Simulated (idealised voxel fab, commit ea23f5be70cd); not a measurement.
Process module, titled voxel self aligned contacts
Each square cell in cross-section cut measures 5 nm, and the section as a whole is 235 nm wide.
A cross-section is a grid of square cells, given in bands from the top down. A band is one or more rows of cells.
The entry gives the band's vertical extent as a top height and a bottom height in nm, then its horizontal make-up as materials from left to right, each with a width in nm. "blank" stands for empty space; a single material marked "edge to edge" fills the band edge to edge.
Beneath 0, the wafer as received is one material, and that level is where height counting begins. The lowest band goes on downward without a bottom; it is written like "0 nm and below".
Note: "30 to 40" means the width goes from the first number (top row of the band) to the second number (bottom row) in equal steps per row of cells.
When a step is marked "remains unaltered", none of the cells in the cross-section changed during that step.
This entry, "Trapped cavities", enumerates those empty regions of no fewer than 8 cells that possess no open connection to the top. Each region is reported in the form width x height at distance, the distance being taken from the left edge, with all three quantities expressed in nm.
On a step's line, text after the settings is the simulator commenting on that step.
Among the settings permitted on a step's line is "overlay nm"; applied to a step with a mask, it specifies the extent to which the mask lay to the right of its planned position, whereas a negative figure signifies a position to the left.
Below you will find pairs of cross-sections. In each, one shows the wafer before one process step and the other after it, with the after view ending at the lowest band that changed. Under each pair is the step separating them, along with its settings. Do not assume the pairs form a chain: they can come from different runs of this module on the same starting wafer, and a pair continues from the pair above it only when its "Status quo ante" entry says so.
# Status quo ante
* 60 nm to 45 nm  65 of resist | 45 of blank | 15 of resist | 45 of blank | 65 of resist
* 45 nm to 40 nm  SiO2 edge to edge
* 40 nm to 30 nm  40 of SiO2 | 35 of SiN | 25 of SiO2 | 35 of SiN | 25 of SiO2 | 35 of SiN | 40 of SiO2
* 30 nm to 25 nm  SiN edge to edge
* 25 nm to 0 nm  polySi edge to edge
* 0 nm to -5 nm  SiO2 edge to edge
* -5 nm and below  Si edge to edge
* Trapped cavities: none
# Resulting Structure
* 60 nm to 45 nm  65 of resist | 45 of blank | 15 of resist | 45 of blank | 65 of resist
* 45 nm to 40 nm  65 of SiO2 | 45 of blank | 15 of SiO2 | 45 of blank | 65 of SiO2
* 40 nm to 30 nm  40 of SiO2 | 35 of SiN | 25 of blank | 35 of SiN | 25 of blank | 35 of SiN | 40 of SiO2
* Unchanged below 30.
* Trapped cavities: none
Step linking the sections shown: DIRECTIONAL_ETCH | etch materials SiO2 | depth nm 50
Status quo ante: For the state before this step, see the after cross-section of the pair located directly above.
# Resulting Structure
* 45 nm to 40 nm  65 of SiO2 | 45 of blank | 15 of SiO2 | 45 of blank | 65 of SiO2
* Unchanged below 40.
* Trapped cavities: none
Step linking the sections shown: STRIP | etch materials resist
Status quo ante: For the state before this step, see the after cross-section of the pair located directly above.
# Resulting Structure
* 50 nm to 45 nm  70 of TiN | 35 of blank | 25 of TiN | 35 of blank | 70 of TiN
* 45 nm to 40 nm  65 of SiO2 | 15 of TiN | 15 of blank | 15 of TiN | 15 of SiO2 | 15 of TiN | 15 of blank | 15 of TiN | 65 of SiO2
* 40 nm to 35 nm  40 of SiO2 | 35 of SiN | 5 of TiN | 15 of blank | 5 of TiN | 35 of SiN | 5 of TiN | 15 of blank | 5 of TiN | 35 of SiN | 40 of SiO2
* 35 nm to 30 nm  40 of SiO2 | 35 of SiN | 25 of TiN | 35 of SiN | 25 of TiN | 35 of SiN | 40 of SiO2
* Unchanged below 30.
* Trapped cavities: none
Step linking the sections shown: CONFORMAL_DEP | material TiN | thk nm 5
Status quo ante: For the state before this step, see the after cross-section of the pair located directly above.
# Resulting Structure
* 55 nm to 50 nm  W edge to edge
* 50 nm to 45 nm  70 of TiN | 35 of W | 25 of TiN | 35 of W | 70 of TiN
* 45 nm to 40 nm  65 of SiO2 | 15 of TiN | 15 of W | 15 of TiN | 15 of SiO2 | 15 of TiN | 15 of W | 15 of TiN | 65 of SiO2
* 40 nm to 35 nm  40 of SiO2 | 35 of SiN | 5 of TiN | 15 of W | 5 of TiN | 35 of SiN | 5 of TiN | 15 of W | 5 of TiN | 35 of SiN | 40 of SiO2
* Unchanged below 35.
* Trapped cavities: none
Step linking the sections shown: FILL_DEP | material W | thk nm 5
Status quo ante: For the state before this step, see the after cross-section of the pair located directly above.
# Resulting Structure
* 45 nm to 40 nm  65 of SiO2 | 15 of TiN | 15 of W | 15 of TiN | 15 of SiO2 | 15 of TiN | 15 of W | 15 of TiN | 65 of SiO2
* Unchanged below 40.
* Trapped cavities: none
Step linking the sections shown: CMP | height nm 45
Status quo ante: For the state before this step, see the after cross-section of the pair located directly above.
# Resulting Structure
* 50 nm to 45 nm  SiN edge to edge
* Unchanged below 45.
* Trapped cavities: none
Step linking the sections shown: CONFORMAL_DEP | material SiN | thk nm 5
# Status quo ante
* 40 nm to 25 nm  SiN edge to edge
* 25 nm to 0 nm  polySi edge to edge
* 0 nm to -5 nm  SiO2 edge to edge
* -5 nm and below  Si edge to edge
* Trapped cavities: none
# Resulting Structure
* 55 nm to 40 nm  45 of blank | 30 of resist | 30 of blank | 30 of resist | 30 of blank | 30 of resist | 40 of blank
* Unchanged below 40.
* Trapped cavities: none
Step linking the sections shown: PATTERN | tone cover | mask id GATE | material resist | width nm 30 | pitch nm 60 | thk nm 15 | overlay nm 0
Status quo ante: For the state before this step, see the after cross-section of the pair located directly above.
# Resulting Structure
* 55 nm to 40 nm  45 of blank | 30 of resist | 30 of blank | 30 of resist | 30 of blank | 30 of resist | 40 of blank
* 40 nm to 25 nm  45 of blank | 30 of SiN | 30 of blank | 30 of SiN | 30 of blank | 30 of SiN | 40 of blank
* Unchanged below 25.
* Trapped cavities: none
Step linking the sections shown: DIRECTIONAL_ETCH | etch materials SiN | depth nm 15
Status quo ante: For the state before this step, see the after cross-section of the pair located directly above.
# Resulting Structure
* 55 nm to 40 nm  45 of blank | 30 of resist | 30 of blank | 30 of resist | 30 of blank | 30 of resist | 40 of blank
* 40 nm to 25 nm  45 of blank | 30 of SiN | 30 of blank | 30 of SiN | 30 of blank | 30 of SiN | 40 of blank
* 25 nm to 0 nm  45 of blank | 30 of polySi | 30 of blank | 30 of polySi | 30 of blank | 30 of polySi | 40 of blank
* Unchanged below 0.
* Trapped cavities: none
Step linking the sections shown: DIRECTIONAL_ETCH | etch materials polySi | depth nm 25
Status quo ante: For the state before this step, see the after cross-section of the pair located directly above.
# Resulting Structure
* 40 nm to 25 nm  45 of blank | 30 of SiN | 30 of blank | 30 of SiN | 30 of blank | 30 of SiN | 40 of blank
* Unchanged below 25.
* Trapped cavities: none
Step linking the sections shown: STRIP | etch materials resist
Status quo ante: For the state before this step, see the after cross-section of the pair located directly above.
# Resulting Structure
* 45 nm to 25 nm  40 of blank | 40 of SiN | 20 of blank | 40 of SiN | 20 of blank | 40 of SiN | 35 of blank
* 25 nm to 5 nm  40 of blank | 5 of SiN | 30 of polySi | 5 of SiN | 20 of blank | 5 of SiN | 30 of polySi | 5 of SiN | 20 of blank | 5 of SiN | 30 of polySi | 5 of SiN | 35 of blank
* 5 nm to 0 nm  45 of SiN | 30 of polySi | 30 of SiN | 30 of polySi | 30 of SiN | 30 of polySi | 40 of SiN
* Unchanged below 0.
* Trapped cavities: none
Step linking the sections shown: CONFORMAL_DEP | material SiN | thk nm 5
Status quo ante: For the state before this step, see the after cross-section of the pair located directly above.
# Resulting Structure
* 40 nm to 25 nm  40 of blank | 40 of SiN | 20 of blank | 40 of SiN | 20 of blank | 40 of SiN | 35 of blank
* 25 nm to 0 nm  40 of blank | 5 of SiN | 30 of polySi | 5 of SiN | 20 of blank | 5 of SiN | 30 of polySi | 5 of SiN | 20 of blank | 5 of SiN | 30 of polySi | 5 of SiN | 35 of blank
* Unchanged below 0.
* Trapped cavities: none
Step linking the sections shown: DIRECTIONAL_ETCH | etch materials SiN | depth nm 5
Status quo ante: For the state before this step, see the after cross-section of the pair located directly above.
# Resulting Structure
* 55 nm to 40 nm  SiO2 edge to edge
* 40 nm to 25 nm  40 of SiO2 | 40 of SiN | 20 of SiO2 | 40 of SiN | 20 of SiO2 | 40 of SiN | 35 of SiO2
* 25 nm to 0 nm  40 of SiO2 | 5 of SiN | 30 of polySi | 5 of SiN | 20 of SiO2 | 5 of SiN | 30 of polySi | 5 of SiN | 20 of SiO2 | 5 of SiN | 30 of polySi | 5 of SiN | 35 of SiO2
* Unchanged below 0.
* Trapped cavities: none
Step linking the sections shown: FILL_DEP | material SiO2 | thk nm 15
Status quo ante: For the state before this step, see the after cross-section of the pair located directly above.
# Resulting Structure
* 45 nm to 40 nm  SiO2 edge to edge
* Unchanged below 40.
* Trapped cavities: none
Step linking the sections shown: CMP | height nm 45
Status quo ante: For the state before this step, see the after cross-section of the pair located directly above.
# Resulting Structure
* 60 nm to 45 nm  65 of resist | 45 of blank | 15 of resist | 45 of blank | 65 of resist
* Unchanged below 45.
* Trapped cavities: none
Step linking the sections shown: PATTERN | tone open | mask id CONTACT | material resist | width nm 45 | pitch nm 60 | thk nm 15 | overlay nm 0
Status quo ante: For the state before this step, see the after cross-section of the pair located directly above.
# Resulting Structure
* 60 nm to 45 nm  65 of resist | 45 of blank | 15 of resist | 45 of blank | 65 of resist
* 45 nm to 40 nm  65 of SiO2 | 45 of blank | 15 of SiO2 | 45 of blank | 65 of SiO2
* 40 nm to 25 nm  40 of SiO2 | 40 of SiN | 20 of blank | 40 of SiN | 20 of blank | 40 of SiN | 35 of SiO2
* 25 nm to 0 nm  40 of SiO2 | 5 of SiN | 30 of polySi | 5 of SiN | 20 of blank | 5 of SiN | 30 of polySi | 5 of SiN | 20 of blank | 5 of SiN | 30 of polySi | 5 of SiN | 35 of SiO2
* 0 nm to -5 nm  80 of SiO2 | 20 of blank | 40 of SiO2 | 20 of blank | 75 of SiO2
* Unchanged below -5.
* Trapped cavities: none
Step linking the sections shown: DIRECTIONAL_ETCH | etch materials SiO2 | depth nm 50
Status quo ante: For the state before this step, see the after cross-section of the pair located directly above.
# Resulting Structure
* 45 nm to 40 nm  65 of SiO2 | 45 of blank | 15 of SiO2 | 45 of blank | 65 of SiO2
* Unchanged below 40.
* Trapped cavities: none
Step linking the sections shown: STRIP | etch materials resist
Status quo ante: For the state before this step, see the after cross-section of the pair located directly above.
# Resulting Structure
* 50 nm to 45 nm  70 of TiN | 35 of blank | 25 of TiN | 35 of blank | 70 of TiN
* 45 nm to 40 nm  65 of SiO2 | 20 of TiN | 10 of blank | 15 of TiN | 15 of SiO2 | 20 of TiN | 10 of blank | 15 of TiN | 65 of SiO2
* 40 nm to 25 nm  40 of SiO2 | 40 of SiN | 5 of TiN | 10 of blank | 5 of TiN | 40 of SiN | 5 of TiN | 10 of blank | 5 of TiN | 40 of SiN | 35 of SiO2
* 25 nm to 0 nm  40 of SiO2 | 5 of SiN | 30 of polySi | 5 of SiN | 5 of TiN | 10 of blank | 5 of TiN | 5 of SiN | 30 of polySi | 5 of SiN | 5 of TiN | 10 of blank | 5 of TiN | 5 of SiN | 30 of polySi | 5 of SiN | 35 of SiO2
* 0 nm to -5 nm  80 of SiO2 | 20 of TiN | 40 of SiO2 | 20 of TiN | 75 of SiO2
* Unchanged below -5.
* Trapped cavities: none
Step linking the sections shown: CONFORMAL_DEP | material TiN | thk nm 5
Status quo ante: For the state before this step, see the after cross-section of the pair located directly above.
# Resulting Structure
* 55 nm to 50 nm  W edge to edge
* 50 nm to 45 nm  70 of TiN | 35 of W | 25 of TiN | 35 of W | 70 of TiN
* 45 nm to 40 nm  65 of SiO2 | 20 of TiN | 10 of W | 15 of TiN | 15 of SiO2 | 20 of TiN | 10 of W | 15 of TiN | 65 of SiO2
* 40 nm to 25 nm  40 of SiO2 | 40 of SiN | 5 of TiN | 10 of W | 5 of TiN | 40 of SiN | 5 of TiN | 10 of W | 5 of TiN | 40 of SiN | 35 of SiO2
* 25 nm to 0 nm  40 of SiO2 | 5 of SiN | 30 of polySi | 5 of SiN | 5 of TiN | 10 of W | 5 of TiN | 5 of SiN | 30 of polySi | 5 of SiN | 5 of TiN | 10 of W | 5 of TiN | 5 of SiN | 30 of polySi | 5 of SiN | 35 of SiO2
* Unchanged below 0.
* Trapped cavities: none
Step linking the sections shown: FILL_DEP | material W | thk nm 5
Status quo ante: For the state before this step, see the after cross-section of the pair located directly above.
# Resulting Structure
* 45 nm to 40 nm  65 of SiO2 | 20 of TiN | 10 of W | 15 of TiN | 15 of SiO2 | 20 of TiN | 10 of W | 15 of TiN | 65 of SiO2
* Unchanged below 40.
* Trapped cavities: none
Step linking the sections shown: CMP | height nm 45
Status quo ante: For the state before this step, see the after cross-section of the pair located directly above.
# Resulting Structure
* 50 nm to 45 nm  SiN edge to edge
* Unchanged below 45.
* Trapped cavities: none
Step linking the sections shown: CONFORMAL_DEP | material SiN | thk nm 5
# Status quo ante
* 40 nm to 25 nm  SiN edge to edge
* 25 nm to 0 nm  polySi edge to edge
* 0 nm to -5 nm  SiO2 edge to edge
* -5 nm and below  Si edge to edge
* Trapped cavities: none
# Resulting Structure
* 55 nm to 40 nm  40 of blank | 25 of resist | 35 of blank | 25 of resist | 35 of blank | 25 of resist | 50 of blank
* Unchanged below 40.
* Trapped cavities: none
Step linking the sections shown: PATTERN | tone cover | mask id GATE | material resist | width nm 25 | pitch nm 60 | thk nm 15 | overlay nm -5
Status quo ante: For the state before this step, see the after cross-section of the pair located directly above.
# Resulting Structure
* 55 nm to 40 nm  40 of blank | 25 of resist | 35 of blank | 25 of resist | 35 of blank | 25 of resist | 50 of blank
* 40 nm to 25 nm  40 of blank | 25 of SiN | 35 of blank | 25 of SiN | 35 of blank | 25 of SiN | 50 of blank
* Unchanged below 25.
* Trapped cavities: none
Step linking the sections shown: DIRECTIONAL_ETCH | etch materials SiN | depth nm 15
Status quo ante: For the state before this step, see the after cross-section of the pair located directly above.
# Resulting Structure
* 55 nm to 40 nm  40 of blank | 25 of resist | 35 of blank | 25 of resist | 35 of blank | 25 of resist | 50 of blank
* 40 nm to 25 nm  40 of blank | 25 of SiN | 35 of blank | 25 of SiN | 35 of blank | 25 of SiN | 50 of blank
* 25 nm to 0 nm  40 of blank | 25 of polySi | 35 of blank | 25 of polySi | 35 of blank | 25 of polySi | 50 of blank
* Unchanged below 0.
* Trapped cavities: none
Step linking the sections shown: DIRECTIONAL_ETCH | etch materials polySi | depth nm 25
Status quo ante: For the state before this step, see the after cross-section of the pair located directly above.
# Resulting Structure
* 40 nm to 25 nm  40 of blank | 25 of SiN | 35 of blank | 25 of SiN | 35 of blank | 25 of SiN | 50 of blank
* Unchanged below 25.
* Trapped cavities: none
Step linking the sections shown: STRIP | etch materials resist
Status quo ante: For the state before this step, see the after cross-section of the pair located directly above.
# Resulting Structure
* 45 nm to 25 nm  35 of blank | 35 of SiN | 25 of blank | 35 of SiN | 25 of blank | 35 of SiN | 45 of blank
* 25 nm to 5 nm  35 of blank | 5 of SiN | 25 of polySi | 5 of SiN | 25 of blank | 5 of SiN | 25 of polySi | 5 of SiN | 25 of blank | 5 of SiN | 25 of polySi | 5 of SiN | 45 of blank
* 5 nm to 0 nm  40 of SiN | 25 of polySi | 35 of SiN | 25 of polySi | 35 of SiN | 25 of polySi | 50 of SiN
* Unchanged below 0.
* Trapped cavities: none
Step linking the sections shown: CONFORMAL_DEP | material SiN | thk nm 5
Status quo ante: For the state before this step, see the after cross-section of the pair located directly above.
# Resulting Structure
* 40 nm to 25 nm  35 of blank | 35 of SiN | 25 of blank | 35 of SiN | 25 of blank | 35 of SiN | 45 of blank
* 25 nm to 0 nm  35 of blank | 5 of SiN | 25 of polySi | 5 of SiN | 25 of blank | 5 of SiN | 25 of polySi | 5 of SiN | 25 of blank | 5 of SiN | 25 of polySi | 5 of SiN | 45 of blank
* Unchanged below 0.
* Trapped cavities: none
Step linking the sections shown: DIRECTIONAL_ETCH | etch materials SiN | depth nm 5
Status quo ante: For the state before this step, see the after cross-section of the pair located directly above.
# Resulting Structure
* 55 nm to 40 nm  SiO2 edge to edge
* 40 nm to 25 nm  35 of SiO2 | 35 of SiN | 25 of SiO2 | 35 of SiN | 25 of SiO2 | 35 of SiN | 45 of SiO2
* 25 nm to 0 nm  35 of SiO2 | 5 of SiN | 25 of polySi | 5 of SiN | 25 of SiO2 | 5 of SiN | 25 of polySi | 5 of SiN | 25 of SiO2 | 5 of SiN | 25 of polySi | 5 of SiN | 45 of SiO2
* Unchanged below 0.
* Trapped cavities: none
Step linking the sections shown: FILL_DEP | material SiO2 | thk nm 15
Status quo ante: For the state before this step, see the after cross-section of the pair located directly above.
# Resulting Structure
* 45 nm to 40 nm  SiO2 edge to edge
* Unchanged below 40.
* Trapped cavities: none
Step linking the sections shown: CMP | height nm 45
Status quo ante: For the state before this step, see the after cross-section of the pair located directly above.
# Resulting Structure
* 60 nm to 45 nm  65 of resist | 45 of blank | 15 of resist | 45 of blank | 65 of resist
* Unchanged below 45.
* Trapped cavities: none
Step linking the sections shown: PATTERN | tone open | mask id CONTACT | material resist | width nm 45 | pitch nm 60 | thk nm 15 | overlay nm 0
Status quo ante: For the state before this step, see the after cross-section of the pair located directly above.
# Resulting Structure
* 60 nm to 45 nm  65 of resist | 45 of blank | 15 of resist | 45 of blank | 65 of resist
* 45 nm to 40 nm  65 of SiO2 | 45 of blank | 15 of SiO2 | 45 of blank | 65 of SiO2
* 40 nm to 25 nm  35 of SiO2 | 35 of SiN | 25 of blank | 35 of SiN | 25 of blank | 35 of SiN | 45 of SiO2
* 25 nm to 0 nm  35 of SiO2 | 5 of SiN | 25 of polySi | 5 of SiN | 25 of blank | 5 of SiN | 25 of polySi | 5 of SiN | 25 of blank | 5 of SiN | 25 of polySi | 5 of SiN | 45 of SiO2
* 0 nm to -5 nm  70 of SiO2 | 25 of blank | 35 of SiO2 | 25 of blank | 80 of SiO2
* Unchanged below -5.
* Trapped cavities: none
Step linking the sections shown: DIRECTIONAL_ETCH | etch materials SiO2 | depth nm 50
Status quo ante: For the state before this step, see the after cross-section of the pair located directly above.
# Resulting Structure
* 45 nm to 40 nm  65 of SiO2 | 45 of blank | 15 of SiO2 | 45 of blank | 65 of SiO2
* Unchanged below 40.
* Trapped cavities: none
Step linking the sections shown: STRIP | etch materials resist
Status quo ante: For the state before this step, see the after cross-section of the pair located directly above.
# Resulting Structure
* 50 nm to 45 nm  70 of TiN | 35 of blank | 25 of TiN | 35 of blank | 70 of TiN
* 45 nm to 40 nm  65 of SiO2 | 10 of TiN | 15 of blank | 20 of TiN | 15 of SiO2 | 10 of TiN | 15 of blank | 20 of TiN | 65 of SiO2
* 40 nm to 25 nm  35 of SiO2 | 35 of SiN | 5 of TiN | 15 of blank | 5 of TiN | 35 of SiN | 5 of TiN | 15 of blank | 5 of TiN | 35 of SiN | 45 of SiO2
* 25 nm to 0 nm  35 of SiO2 | 5 of SiN | 25 of polySi | 5 of SiN | 5 of TiN | 15 of blank | 5 of TiN | 5 of SiN | 25 of polySi | 5 of SiN | 5 of TiN | 15 of blank | 5 of TiN | 5 of SiN | 25 of polySi | 5 of SiN | 45 of SiO2
* 0 nm to -5 nm  70 of SiO2 | 25 of TiN | 35 of SiO2 | 25 of TiN | 80 of SiO2
* Unchanged below -5.
* Trapped cavities: none
Step linking the sections shown: CONFORMAL_DEP | material TiN | thk nm 5
Status quo ante: For the state before this step, see the after cross-section of the pair located directly above.
# Resulting Structure
* 55 nm to 50 nm  W edge to edge
* 50 nm to 45 nm  70 of TiN | 35 of W | 25 of TiN | 35 of W | 70 of TiN
* 45 nm to 40 nm  65 of SiO2 | 10 of TiN | 15 of W | 20 of TiN | 15 of SiO2 | 10 of TiN | 15 of W | 20 of TiN | 65 of SiO2
* 40 nm to 25 nm  35 of SiO2 | 35 of SiN | 5 of TiN | 15 of W | 5 of TiN | 35 of SiN | 5 of TiN | 15 of W | 5 of TiN | 35 of SiN | 45 of SiO2
* 25 nm to 0 nm  35 of SiO2 | 5 of SiN | 25 of polySi | 5 of SiN | 5 of TiN | 15 of W | 5 of TiN | 5 of SiN | 25 of polySi | 5 of SiN | 5 of TiN | 15 of W | 5 of TiN | 5 of SiN | 25 of polySi | 5 of SiN | 45 of SiO2
* Unchanged below 0.
* Trapped cavities: none
Step linking the sections shown: FILL_DEP | material W | thk nm 5
Status quo ante: For the state before this step, see the after cross-section of the pair located directly above.
# Resulting Structure
* 45 nm to 40 nm  65 of SiO2 | 10 of TiN | 15 of W | 20 of TiN | 15 of SiO2 | 10 of TiN | 15 of W | 20 of TiN | 65 of SiO2
* Unchanged below 40.
* Trapped cavities: none
Step linking the sections shown: CMP | height nm 45
Status quo ante: For the state before this step, see the after cross-section of the pair located directly above.
# Resulting Structure
* 50 nm to 45 nm  SiN edge to edge
* Unchanged below 45.
* Trapped cavities: none
Step linking the sections shown: CONFORMAL_DEP | material SiN | thk nm 5
# Status quo ante
* 25 nm to 0 nm  polySi edge to edge
* 0 nm to -5 nm  SiO2 edge to edge
* -5 nm and below  Si edge to edge
* Trapped cavities: none
# Resulting Structure
* 40 nm to 25 nm  TiN edge to edge
* Unchanged below 25.
* Trapped cavities: none
Step linking the sections shown: DIRECTIONAL_DEP | material TiN | thk nm 15
Status quo ante: For the state before this step, see the after cross-section of the pair located directly above.
# Resulting Structure
* 55 nm to 40 nm  45 of blank | 25 of resist | 35 of blank | 25 of resist | 35 of blank | 25 of resist | 45 of blank
* Unchanged below 40.
* Trapped cavities: none
Step linking the sections shown: PATTERN | tone cover | mask id GATE | material resist | width nm 25 | pitch nm 60 | thk nm 15 | overlay nm 0
Status quo ante: For the state before this step, see the after cross-section of the pair located directly above.
# Resulting Structure
* 40 nm to 25 nm  TiN edge to edge
* Unchanged below 25.
* Trapped cavities: none
Step linking the sections shown: STRIP | etch materials resist
Status quo ante: For the state before this step, see the after cross-section of the pair located directly above.
# Resulting Structure
* 45 nm to 40 nm  SiN edge to edge
* Unchanged below 40.
* Trapped cavities: none
Step linking the sections shown: CONFORMAL_DEP | material SiN | thk nm 5
Status quo ante: For the state before this step, see the after cross-section of the pair located directly above.
# Resulting Structure
* 40 nm to 25 nm  TiN edge to edge
* Unchanged below 25.
* Trapped cavities: none
Step linking the sections shown: DIRECTIONAL_ETCH | etch materials SiN | depth nm 5
Status quo ante: For the state before this step, see the after cross-section of the pair located directly above.
# Resulting Structure
* 55 nm to 40 nm  SiO2 edge to edge
* Unchanged below 40.
* Trapped cavities: none
Step linking the sections shown: FILL_DEP | material SiO2 | thk nm 15
Status quo ante: For the state before this step, see the after cross-section of the pair located directly above.
# Resulting Structure
* 45 nm to 40 nm  SiO2 edge to edge
* Unchanged below 40.
* Trapped cavities: none
Step linking the sections shown: CMP | height nm 45
Status quo ante: For the state before this step, see the after cross-section of the pair located directly above.
# Resulting Structure
* 60 nm to 45 nm  65 of resist | 45 of blank | 15 of resist | 45 of blank | 65 of resist
* Unchanged below 45.
* Trapped cavities: none
Step linking the sections shown: PATTERN | tone open | mask id CONTACT | material resist | width nm 45 | pitch nm 60 | thk nm 15 | overlay nm 0
Status quo ante: For the state before this step, see the after cross-section of the pair located directly above.
# Resulting Structure
* 60 nm to 45 nm  65 of resist | 45 of blank | 15 of resist | 45 of blank | 65 of resist
* 45 nm to 40 nm  65 of SiO2 | 45 of blank | 15 of SiO2 | 45 of blank | 65 of SiO2
* Unchanged below 40.
* Trapped cavities: none
Step linking the sections shown: DIRECTIONAL_ETCH | etch materials SiO2 | depth nm 50
Status quo ante: For the state before this step, see the after cross-section of the pair located directly above.
# Resulting Structure
* 45 nm to 40 nm  65 of SiO2 | 45 of blank | 15 of SiO2 | 45 of blank | 65 of SiO2
* Unchanged below 40.
* Trapped cavities: none
Step linking the sections shown: STRIP | etch materials resist
Status quo ante: For the state before this step, see the after cross-section of the pair located directly above.
# Resulting Structure
* 50 nm to 45 nm  70 of TiN | 35 of blank | 25 of TiN | 35 of blank | 70 of TiN
* 45 nm to 40 nm  65 of SiO2 | 45 of TiN | 15 of SiO2 | 45 of TiN | 65 of SiO2
* Unchanged below 40.
* Trapped cavities: none
Step linking the sections shown: CONFORMAL_DEP | material TiN | thk nm 5
Status quo ante: For the state before this step, see the after cross-section of the pair located directly above.
# Resulting Structure
* 55 nm to 50 nm  W edge to edge
* 50 nm to 45 nm  70 of TiN | 35 of W | 25 of TiN | 35 of W | 70 of TiN
* Unchanged below 45.
* Trapped cavities: none
Step linking the sections shown: FILL_DEP | material W | thk nm 5
Status quo ante: For the state before this step, see the after cross-section of the pair located directly above.
# Resulting Structure
* 45 nm to 40 nm  65 of SiO2 | 45 of TiN | 15 of SiO2 | 45 of TiN | 65 of SiO2
* Unchanged below 40.
* Trapped cavities: none
Step linking the sections shown: CMP | height nm 45
Status quo ante: For the state before this step, see the after cross-section of the pair located directly above.
# Resulting Structure
* 50 nm to 45 nm  SiN edge to edge
* Unchanged below 45.
* Trapped cavities: none
Step linking the sections shown: CONFORMAL_DEP | material SiN | thk nm 5
# Status quo ante
* 45 nm to 40 nm  SiO2 edge to edge
* 40 nm to 25 nm  40 of SiO2 | 35 of SiN | 25 of SiO2 | 35 of SiN | 25 of SiO2 | 35 of SiN | 40 of SiO2
* 25 nm to 0 nm  40 of SiO2 | 5 of SiN | 25 of polySi | 5 of SiN | 25 of SiO2 | 5 of SiN | 25 of polySi | 5 of SiN | 25 of SiO2 | 5 of SiN | 25 of polySi | 5 of SiN | 40 of SiO2
* 0 nm to -5 nm  SiO2 edge to edge
* -5 nm and below  Si edge to edge
* Trapped cavities: none
# Resulting Structure
* 60 nm to 45 nm  65 of blank | 45 of resist | 15 of blank | 45 of resist | 65 of blank
* Unchanged below 45.
* Trapped cavities: none
Step linking the sections shown: PATTERN | tone cover | mask id CONTACT | material resist | width nm 45 | pitch nm 60 | thk nm 15 | overlay nm 0
Status quo ante: For the state before this step, see the after cross-section of the pair located directly above.
# Resulting Structure
* 60 nm to 45 nm  65 of blank | 45 of resist | 15 of blank | 45 of resist | 65 of blank
* 45 nm to 40 nm  65 of blank | 45 of SiO2 | 15 of blank | 45 of SiO2 | 65 of blank
* 40 nm to 25 nm  40 of blank | 35 of SiN | 25 of SiO2 | 35 of SiN | 25 of SiO2 | 35 of SiN | 40 of blank
* 25 nm to 0 nm  40 of blank | 5 of SiN | 25 of polySi | 5 of SiN | 25 of SiO2 | 5 of SiN | 25 of polySi | 5 of SiN | 25 of SiO2 | 5 of SiN | 25 of polySi | 5 of SiN | 40 of blank
* 0 nm to -5 nm  40 of blank | 155 of SiO2 | 40 of blank
* Unchanged below -5.
* Trapped cavities: none
Step linking the sections shown: DIRECTIONAL_ETCH | etch materials SiO2 | depth nm 50
Status quo ante: For the state before this step, see the after cross-section of the pair located directly above.
# Resulting Structure
* 45 nm to 40 nm  65 of blank | 45 of SiO2 | 15 of blank | 45 of SiO2 | 65 of blank
* Unchanged below 40.
* Trapped cavities: none
Step linking the sections shown: STRIP | etch materials resist
Status quo ante: For the state before this step, see the after cross-section of the pair located directly above.
# Resulting Structure
* 50 nm to 45 nm  60 of blank | 55 of TiN | 5 of blank | 55 of TiN | 60 of blank
* 45 nm to 40 nm  35 of blank | 30 of TiN | 45 of SiO2 | 15 of TiN | 45 of SiO2 | 30 of TiN | 35 of blank
* 40 nm to 25 nm  35 of blank | 5 of TiN | 35 of SiN | 25 of SiO2 | 35 of SiN | 25 of SiO2 | 35 of SiN | 5 of TiN | 35 of blank
* 25 nm to 0 nm  35 of blank | 5 of TiN | 5 of SiN | 25 of polySi | 5 of SiN | 25 of SiO2 | 5 of SiN | 25 of polySi | 5 of SiN | 25 of SiO2 | 5 of SiN | 25 of polySi | 5 of SiN | 5 of TiN | 35 of blank
* 0 nm to -5 nm  40 of TiN | 155 of SiO2 | 40 of TiN
* Unchanged below -5.
* Trapped cavities: none
Step linking the sections shown: CONFORMAL_DEP | material TiN | thk nm 5
Status quo ante: For the state before this step, see the after cross-section of the pair located directly above.
# Resulting Structure
* 55 nm to 50 nm  W edge to edge
* 50 nm to 45 nm  60 of W | 55 of TiN | 5 of W | 55 of TiN | 60 of W
* 45 nm to 40 nm  35 of W | 30 of TiN | 45 of SiO2 | 15 of TiN | 45 of SiO2 | 30 of TiN | 35 of W
* 40 nm to 25 nm  35 of W | 5 of TiN | 35 of SiN | 25 of SiO2 | 35 of SiN | 25 of SiO2 | 35 of SiN | 5 of TiN | 35 of W
* 25 nm to 0 nm  35 of W | 5 of TiN | 5 of SiN | 25 of polySi | 5 of SiN | 25 of SiO2 | 5 of SiN | 25 of polySi | 5 of SiN | 25 of SiO2 | 5 of SiN | 25 of polySi | 5 of SiN | 5 of TiN | 35 of W
* Unchanged below 0.
* Trapped cavities: none
Step linking the sections shown: FILL_DEP | material W | thk nm 5
Status quo ante: For the state before this step, see the after cross-section of the pair located directly above.
# Resulting Structure
* 45 nm to 40 nm  35 of W | 30 of TiN | 45 of SiO2 | 15 of TiN | 45 of SiO2 | 30 of TiN | 35 of W
* Unchanged below 40.
* Trapped cavities: none
Step linking the sections shown: CMP | height nm 45
Status quo ante: For the state before this step, see the after cross-section of the pair located directly above.
# Resulting Structure
* 50 nm to 45 nm  SiN edge to edge
* Unchanged below 45.
* Trapped cavities: none
Step linking the sections shown: CONFORMAL_DEP | material SiN | thk nm 5
